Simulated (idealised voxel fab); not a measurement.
process module | voxel tone inversion
cross-section cut | 180 nm wide | cells 5 nm
A cross-section is a grid of square cells, given in bands from the top down. A band is one or more rows of cells.
Each band's line starts with the height of the band's top and of its bottom, in nm. Then come its materials from left to right, each with its width in nm. One material with "throughout" fills the band from edge to edge. "air" is empty space.
Height 0 is the level under which the wafer as received is all one material. The lowest band goes on downwards, as in "0 down".
A width such as "30 to 40" changes by the same amount from each row of cells to the next, from the band's top row to its bottom row.
"no change" after a step means that no cell of the cross-section changed.
closed voids: empty space of 8 cells or more with no open way to the top, each as width x height at its distance from the left edge, in nm
after a step's settings: what the simulator itself notes on the step
overlay nm, on a step with a mask: how far to the right of its planned place the mask lay; to the left if negative
plan
1 op RECEIVE | material Si
2 op CONFORMAL_DEP | material SiN | thk nm 5
3 op DIRECTIONAL_DEP | material aC | thk nm 15
4 op PATTERN | tone cover | mask id POSTS | material resist | width nm 20 | pitch nm 35 | thk nm 25 | overlay nm 0
5 op DIRECTIONAL_ETCH | etch materials aC | depth nm 15
6 op STRIP | etch materials resist
7 op FILL_DEP | material SiO2 | thk nm 5
8 op CMP | height nm 20
9 op STRIP | etch materials aC
as received, after step 1
  0 down: Si throughout
  closed voids: none
a wafer at the end: this start, this plan, one mistake
  20 to 5: air 45 | SiO2 20 | air 15 | SiO2 20 | air 15 | SiO2 20 | air 45
  5 to 0: SiN throughout
  0 down: Si throughout
  closed voids: none
what went wrong: step 4 ran as: op PATTERN | tone open | mask id POSTS | material resist | width nm 20 | pitch nm 35 | thk nm 25 | overlay nm 0
